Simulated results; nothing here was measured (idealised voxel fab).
Process module name: voxel ribs on slabs
The width of the displayed cross-section, cut, is 285 nm; its cells are square, with a size of 5 nm.
Think of the cross-section as a grid of square cells. We describe it in bands, top to bottom, and each band covers one or more rows of those cells.
Each band's line starts with the height of the band's top and of its bottom, in nm. Then come its materials from left to right, each with its width in nm. One material with "edge to edge" fills the band from edge to edge. "air" is empty space.
Ref level 0: as-received wafer is one material below here. Bottom band extends down with no lower bound ("top 0, no bottom").
With a width like "30->40", each row of cells in the band differs from the next by the same amount, the top row carrying the first number and the bottom row the second.
Basically "everything unchanged" means that step didn't change any cell in the cross-section.
Voids not open to the top, 8 cells minimum: see "Closed voids list". Written width x height at distance; distance is from the left edge; nm.
The remark found on a step's line after its settings is issued by the simulator itself and pertains to that step.
Steps that use a mask can have "overlay nm" on their line. It says how far the mask sat to the right of where it was meant to be. Negative means to the left.
Below you will find pairs of cross-sections. In each, one shows the wafer before one process step and the other after it, with the after view ending at the lowest band that changed. Under each pair is the step separating them, along with its settings. Do not assume the pairs form a chain: they can come from different runs of this module on the same starting wafer, and a pair continues from the pair above it only when its "Cross-section, before" entry says so.
Cross-section, before
top 0, no bottom: Si edge to edge
Closed voids list: none
After the Step
top 20, bottom 0: SiO2 edge to edge
Below a height of 0, the structure has not been altered.
Closed voids list: none
The transition between the preceding cross-sections is accomplished by DIRECTIONAL_DEP | material SiO2 | thk nm 20
Cross-section, before: It is represented by the cross-section appearing after the step of the pair directly above.
After the Step
top 40, bottom 20: SiN edge to edge
Below a height of 20, the structure has not been altered.
Closed voids list: none
The transition between the preceding cross-sections is accomplished by DIRECTIONAL_DEP | material SiN | thk nm 20
Cross-section, before: It is represented by the cross-section appearing after the step of the pair directly above.
After the Step
top 40, bottom 30: air=130 / SiN=20 / air=135
Below a height of 30, the structure has not been altered.
Closed voids list: none
The transition between the preceding cross-sections is accomplished by MASKED_ETCH | tone cover | mask id RIB | width nm 20 | etch materials SiN | depth nm 10 | overlay nm 0
Cross-section, before: It is represented by the cross-section appearing after the step of the pair directly above.
After the Step
top 60, bottom 40: air=110 / resist=60 / air=115
top 40, bottom 30: air=110 / resist=20 / SiN=20 / resist=20 / air=115
Below a height of 30, the structure has not been altered.
Closed voids list: none
The transition between the preceding cross-sections is accomplished by PATTERN | tone cover | mask id SLAB | material resist | width nm 60 | thk nm 20 | overlay nm 0
Cross-section, before: It is represented by the cross-section appearing after the step of the pair directly above.
After the Step
top 60, bottom 40: air=110 / resist=60 / air=115
top 40, bottom 30: air=110 / resist=20 / SiN=20 / resist=20 / air=115
top 30, bottom 20: air=110 / SiN=60 / air=115
Below a height of 20, the structure has not been altered.
Closed voids list: none
The transition between the preceding cross-sections is accomplished by DIRECTIONAL_ETCH | etch materials SiN | depth nm 10
Cross-section, before: It is represented by the cross-section appearing after the step of the pair directly above.
After the Step
top 40, bottom 30: air=130 / SiN=20 / air=135
Below a height of 30, the structure has not been altered.
Closed voids list: none
The transition between the preceding cross-sections is accomplished by STRIP | etch materials resist
Cross-section, before: It is represented by the cross-section appearing after the step of the pair directly above.
After the Step
top 60, bottom 40: SiO2 edge to edge
top 40, bottom 30: SiO2=130 / SiN=20 / SiO2=135
top 30, bottom 20: SiO2=110 / SiN=60 / SiO2=115
Below a height of 20, the structure has not been altered.
Closed voids list: none
The transition between the preceding cross-sections is accomplished by FILL_DEP | material SiO2 | thk nm 20
Cross-section, before: It is represented by the cross-section appearing after the step of the pair directly above.
After the Step
top 55, bottom 40: SiO2 edge to edge
Below a height of 40, the structure has not been altered.
Closed voids list: none
The transition between the preceding cross-sections is accomplished by CMP | height nm 55
Cross-section, before: It is represented by the cross-section appearing after the step of the pair directly above.
After the Step
top 65, bottom 55: W edge to edge
Below a height of 55, the structure has not been altered.
Closed voids list: none
The transition between the preceding cross-sections is accomplished by DIRECTIONAL_DEP | material W | thk nm 10
Cross-section, before: It is represented by the cross-section appearing after the step of the pair directly above.
After the Step
top 65, bottom 55: air=125 / W=30 / air=130
Below a height of 55, the structure has not been altered.
Closed voids list: none
The transition between the preceding cross-sections is accomplished by MASKED_ETCH | tone cover | mask id HEATER | width nm 30 | etch materials W | depth nm 10 | overlay nm 0
Cross-section, before: It is represented by the cross-section appearing after the step of the pair directly above.
After the Step
top 75, bottom 65: air=115 / SiO2=50 / air=120
top 65, bottom 55: SiO2=125 / W=30 / SiO2=130
Below a height of 55, the structure has not been altered.
Closed voids list: none
The transition between the preceding cross-sections is accomplished by CONFORMAL_DEP | material SiO2 | thk nm 10
Cross-section, before
top 40, bottom 20: SiN edge to edge
top 20, bottom 0: SiO2 edge to edge
top 0, no bottom: Si edge to edge
Closed voids list: none
After the Step
top 60, bottom 20: SiN edge to edge
Below a height of 20, the structure has not been altered.
Closed voids list: none
The transition between the preceding cross-sections is accomplished by DIRECTIONAL_DEP | material SiN | thk nm 20
Cross-section, before: It is represented by the cross-section appearing after the step of the pair directly above.
After the Step
top 60, bottom 50: air=130 / SiN=20 / air=135
Below a height of 50, the structure has not been altered.
Closed voids list: none
The transition between the preceding cross-sections is accomplished by MASKED_ETCH | tone cover | mask id RIB | width nm 20 | etch materials SiN | depth nm 10 | overlay nm 0
Cross-section, before: It is represented by the cross-section appearing after the step of the pair directly above.
After the Step
top 80, bottom 60: air=110 / resist=60 / air=115
top 60, bottom 50: air=110 / resist=20 / SiN=20 / resist=20 / air=115
Below a height of 50, the structure has not been altered.
Closed voids list: none
The transition between the preceding cross-sections is accomplished by PATTERN | tone cover | mask id SLAB | material resist | width nm 60 | thk nm 20 | overlay nm 0
Cross-section, before: It is represented by the cross-section appearing after the step of the pair directly above.
After the Step
top 80, bottom 60: air=110 / resist=60 / air=115
top 60, bottom 50: air=110 / resist=20 / SiN=20 / resist=20 / air=115
top 50, bottom 40: air=110 / SiN=60 / air=115
Below a height of 40, the structure has not been altered.
Closed voids list: none
The transition between the preceding cross-sections is accomplished by DIRECTIONAL_ETCH | etch materials SiN | depth nm 10
Cross-section, before: It is represented by the cross-section appearing after the step of the pair directly above.
After the Step
top 60, bottom 50: air=130 / SiN=20 / air=135
Below a height of 50, the structure has not been altered.
Closed voids list: none
The transition between the preceding cross-sections is accomplished by STRIP | etch materials resist
Cross-section, before: It is represented by the cross-section appearing after the step of the pair directly above.
After the Step
top 80, bottom 60: SiO2 edge to edge
top 60, bottom 50: SiO2=130 / SiN=20 / SiO2=135
top 50, bottom 40: SiO2=110 / SiN=60 / SiO2=115
Below a height of 40, the structure has not been altered.
Closed voids list: none
The transition between the preceding cross-sections is accomplished by FILL_DEP | material SiO2 | thk nm 20
Cross-section, before: It is represented by the cross-section appearing after the step of the pair directly above.
After the Step
top 55, bottom 50: SiO2=130 / SiN=20 / SiO2=135
Below a height of 50, the structure has not been altered.
Closed voids list: none
The transition between the preceding cross-sections is accomplished by CMP | height nm 55
Cross-section, before: It is represented by the cross-section appearing after the step of the pair directly above.
After the Step
top 65, bottom 55: W edge to edge
Below a height of 55, the structure has not been altered.
Closed voids list: none
The transition between the preceding cross-sections is accomplished by DIRECTIONAL_DEP | material W | thk nm 10
Cross-section, before: It is represented by the cross-section appearing after the step of the pair directly above.
After the Step
top 65, bottom 55: air=125 / W=30 / air=130
Below a height of 55, the structure has not been altered.
Closed voids list: none
The transition between the preceding cross-sections is accomplished by MASKED_ETCH | tone cover | mask id HEATER | width nm 30 | etch materials W | depth nm 10 | overlay nm 0
Cross-section, before: It is represented by the cross-section appearing after the step of the pair directly above.
After the Step
top 75, bottom 65: air=115 / SiO2=50 / air=120
top 65, bottom 55: SiO2=125 / W=30 / SiO2=130
Below a height of 55, the structure has not been altered.
Closed voids list: none
The transition between the preceding cross-sections is accomplished by CONFORMAL_DEP | material SiO2 | thk nm 10
Cross-section, before
top 0, no bottom: Si edge to edge
Closed voids list: none
After the Step
top 20, bottom 0: SiN edge to edge
Below a height of 0, the structure has not been altered.
Closed voids list: none
The transition between the preceding cross-sections is accomplished by DIRECTIONAL_DEP | material SiN | thk nm 20
Cross-section, before: It is represented by the cross-section appearing after the step of the pair directly above.
After the Step
top 40, bottom 20: SiO2 edge to edge
Below a height of 20, the structure has not been altered.
Closed voids list: none
The transition between the preceding cross-sections is accomplished by DIRECTIONAL_DEP | material SiO2 | thk nm 20
Cross-section, before: It is represented by the cross-section appearing after the step of the pair directly above.
After the Step
top 60, bottom 40: air=110 / resist=60 / air=115
Below a height of 40, the structure has not been altered.
Closed voids list: none
The transition between the preceding cross-sections is accomplished by PATTERN | tone cover | mask id SLAB | material resist | width nm 60 | thk nm 20 | overlay nm 0
Cross-section, before: It is represented by the cross-section appearing after the step of the pair directly above.
After the Step
top 40, bottom 20: SiO2 edge to edge
Below a height of 20, the structure has not been altered.
Closed voids list: none
The transition between the preceding cross-sections is accomplished by STRIP | etch materials resist
Cross-section, before: It is represented by the cross-section appearing after the step of the pair directly above.
After the Step
top 60, bottom 20: SiO2 edge to edge
Below a height of 20, the structure has not been altered.
Closed voids list: none
The transition between the preceding cross-sections is accomplished by FILL_DEP | material SiO2 | thk nm 20
Cross-section, before: It is represented by the cross-section appearing after the step of the pair directly above.
After the Step
top 55, bottom 20: SiO2 edge to edge
Below a height of 20, the structure has not been altered.
Closed voids list: none
The transition between the preceding cross-sections is accomplished by CMP | height nm 55
Cross-section, before: It is represented by the cross-section appearing after the step of the pair directly above.
After the Step
top 65, bottom 55: W edge to edge
Below a height of 55, the structure has not been altered.
Closed voids list: none
The transition between the preceding cross-sections is accomplished by DIRECTIONAL_DEP | material W | thk nm 10
Cross-section, before: It is represented by the cross-section appearing after the step of the pair directly above.
After the Step
top 65, bottom 55: air=125 / W=30 / air=130
Below a height of 55, the structure has not been altered.
Closed voids list: none
The transition between the preceding cross-sections is accomplished by MASKED_ETCH | tone cover | mask id HEATER | width nm 30 | etch materials W | depth nm 10 | overlay nm 0
Cross-section, before: It is represented by the cross-section appearing after the step of the pair directly above.
After the Step
top 75, bottom 65: air=115 / SiO2=50 / air=120
top 65, bottom 55: SiO2=125 / W=30 / SiO2=130
Below a height of 55, the structure has not been altered.
Closed voids list: none
The transition between the preceding cross-sections is accomplished by CONFORMAL_DEP | material SiO2 | thk nm 10
Cross-section, before
top 65, bottom 55: W edge to edge
top 55, bottom 40: SiO2 edge to edge
top 40, bottom 30: SiO2=130 / SiN=20 / SiO2=135
top 30, bottom 20: SiO2=110 / SiN=60 / SiO2=115
top 20, bottom 0: SiO2 edge to edge
top 0, no bottom: Si edge to edge
Closed voids list: none
After the Step
top 65, bottom 60: air=125 / W=30 / air=130
Below a height of 60, the structure has not been altered.
Closed voids list: none
The transition between the preceding cross-sections is accomplished by MASKED_ETCH | tone cover | mask id HEATER | width nm 30 | etch materials W | depth nm 5 | overlay nm 0
Cross-section, before: It is represented by the cross-section appearing after the step of the pair directly above.
After the Step
top 75, bottom 70: air=115 / SiO2=50 / air=120
top 70, bottom 65: SiO2 edge to edge
top 65, bottom 60: SiO2=125 / W=30 / SiO2=130
Below a height of 60, the structure has not been altered.
Closed voids list: none
The transition between the preceding cross-sections is accomplished by CONFORMAL_DEP | material SiO2 | thk nm 10
Cross-section, before
top 40, bottom 30: air=130 / SiN=20 / air=135
top 30, bottom 20: SiN edge to edge
top 20, bottom 0: SiO2 edge to edge
top 0, no bottom: Si edge to edge
Closed voids list: none
After the Step
top 60, bottom 40: air=115 / resist=55 / air=115
top 40, bottom 30: air=115 / resist=15 / SiN=20 / resist=20 / air=115
Below a height of 30, the structure has not been altered.
Closed voids list: none
The transition between the preceding cross-sections is accomplished by PATTERN | tone cover | mask id SLAB | material resist | width nm 55 | thk nm 20 | overlay nm 0
Cross-section, before: It is represented by the cross-section appearing after the step of the pair directly above.
After the Step
top 60, bottom 40: air=115 / resist=55 / air=115
top 40, bottom 30: air=115 / resist=15 / SiN=20 / resist=20 / air=115
top 30, bottom 20: air=115 / SiN=55 / air=115
Below a height of 20, the structure has not been altered.
Closed voids list: none
The transition between the preceding cross-sections is accomplished by DIRECTIONAL_ETCH | etch materials SiN | depth nm 10
Cross-section, before: It is represented by the cross-section appearing after the step of the pair directly above.
After the Step
top 40, bottom 30: air=130 / SiN=20 / air=135
Below a height of 30, the structure has not been altered.
Closed voids list: none
The transition between the preceding cross-sections is accomplished by STRIP | etch materials resist
Cross-section, before: It is represented by the cross-section appearing after the step of the pair directly above.
After the Step
top 60, bottom 40: SiO2 edge to edge
top 40, bottom 30: SiO2=130 / SiN=20 / SiO2=135
top 30, bottom 20: SiO2=115 / SiN=55 / SiO2=115
Below a height of 20, the structure has not been altered.
Closed voids list: none
The transition between the preceding cross-sections is accomplished by FILL_DEP | material SiO2 | thk nm 20
Cross-section, before: It is represented by the cross-section appearing after the step of the pair directly above.
After the Step
top 55, bottom 40: SiO2 edge to edge
Below a height of 40, the structure has not been altered.
Closed voids list: none
The transition between the preceding cross-sections is accomplished by CMP | height nm 55
Cross-section, before: It is represented by the cross-section appearing after the step of the pair directly above.
After the Step
top 65, bottom 55: W edge to edge
Below a height of 55, the structure has not been altered.
Closed voids list: none
The transition between the preceding cross-sections is accomplished by DIRECTIONAL_DEP | material W | thk nm 10
Cross-section, before: It is represented by the cross-section appearing after the step of the pair directly above.
After the Step
top 65, bottom 55: air=125 / W=30 / air=130
Below a height of 55, the structure has not been altered.
Closed voids list: none
The transition between the preceding cross-sections is accomplished by MASKED_ETCH | tone cover | mask id HEATER | width nm 30 | etch materials W | depth nm 10 | overlay nm 0
Cross-section, before: It is represented by the cross-section appearing after the step of the pair directly above.
After the Step
top 75, bottom 65: air=115 / SiO2=50 / air=120
top 65, bottom 55: SiO2=125 / W=30 / SiO2=130
Below a height of 55, the structure has not been altered.
Closed voids list: none
The transition between the preceding cross-sections is accomplished by CONFORMAL_DEP | material SiO2 | thk nm 10
Cross-section, before
top 65, bottom 55: W edge to edge
top 55, bottom 40: SiO2 edge to edge
top 40, bottom 30: SiO2=130 / SiN=20 / SiO2=135
top 30, bottom 20: SiO2=110 / SiN=60 / SiO2=115
top 20, bottom 0: SiO2 edge to edge
top 0, no bottom: Si edge to edge
Closed voids list: none
After the Step
top 65, bottom 55: air=120 / W=30 / air=135
Below a height of 55, the structure has not been altered.
Closed voids list: none
The transition between the preceding cross-sections is accomplished by MASKED_ETCH | tone cover | mask id HEATER | width nm 30 | etch materials W | depth nm 10 | overlay nm -5
Cross-section, before: It is represented by the cross-section appearing after the step of the pair directly above.
After the Step
top 75, bottom 65: air=110 / SiO2=50 / air=125
top 65, bottom 55: SiO2=120 / W=30 / SiO2=135
Below a height of 55, the structure has not been altered.
Closed voids list: none
The transition between the preceding cross-sections is accomplished by CONFORMAL_DEP | material SiO2 | thk nm 10
Cross-section, before
top 65, bottom 55: air=125 / W=30 / air=130
top 55, bottom 40: SiO2 edge to edge
top 40, bottom 30: SiO2=130 / SiN=20 / SiO2=135
top 30, bottom 20: SiO2=110 / SiN=60 / SiO2=115
top 20, bottom 0: SiO2 edge to edge
top 0, no bottom: Si edge to edge
Closed voids list: none
After the Step
top 75, bottom 65: air=115 / W=50 / air=120
top 65, bottom 55: W edge to edge
Below a height of 55, the structure has not been altered.
Closed voids list: none
The transition between the preceding cross-sections is accomplished by CONFORMAL_DEP | material W | thk nm 10
Cross-section, before
top 65, bottom 55: W edge to edge
top 55, bottom 40: SiO2 edge to edge
top 40, bottom 30: SiO2=130 / SiN=20 / SiO2=135
top 30, bottom 20: SiO2=110 / SiN=60 / SiO2=115
top 20, bottom 0: SiO2 edge to edge
top 0, no bottom: Si edge to edge
Closed voids list: none
After the Step
top 65, bottom 55: W=125 / air=30 / W=130
Below a height of 55, the structure has not been altered.
Closed voids list: none
The transition between the preceding cross-sections is accomplished by MASKED_ETCH | tone open | mask id HEATER | width nm 30 | etch materials W | depth nm 10 | overlay nm 0
Cross-section, before: It is represented by the cross-section appearing after the step of the pair directly above.
After the Step
top 75, bottom 65: SiO2=135 / air=10 / SiO2=140
top 65, bottom 55: W=125 / SiO2=30 / W=130
Below a height of 55, the structure has not been altered.
Closed voids list: none
The transition between the preceding cross-sections is accomplished by CONFORMAL_DEP | material SiO2 | thk nm 10
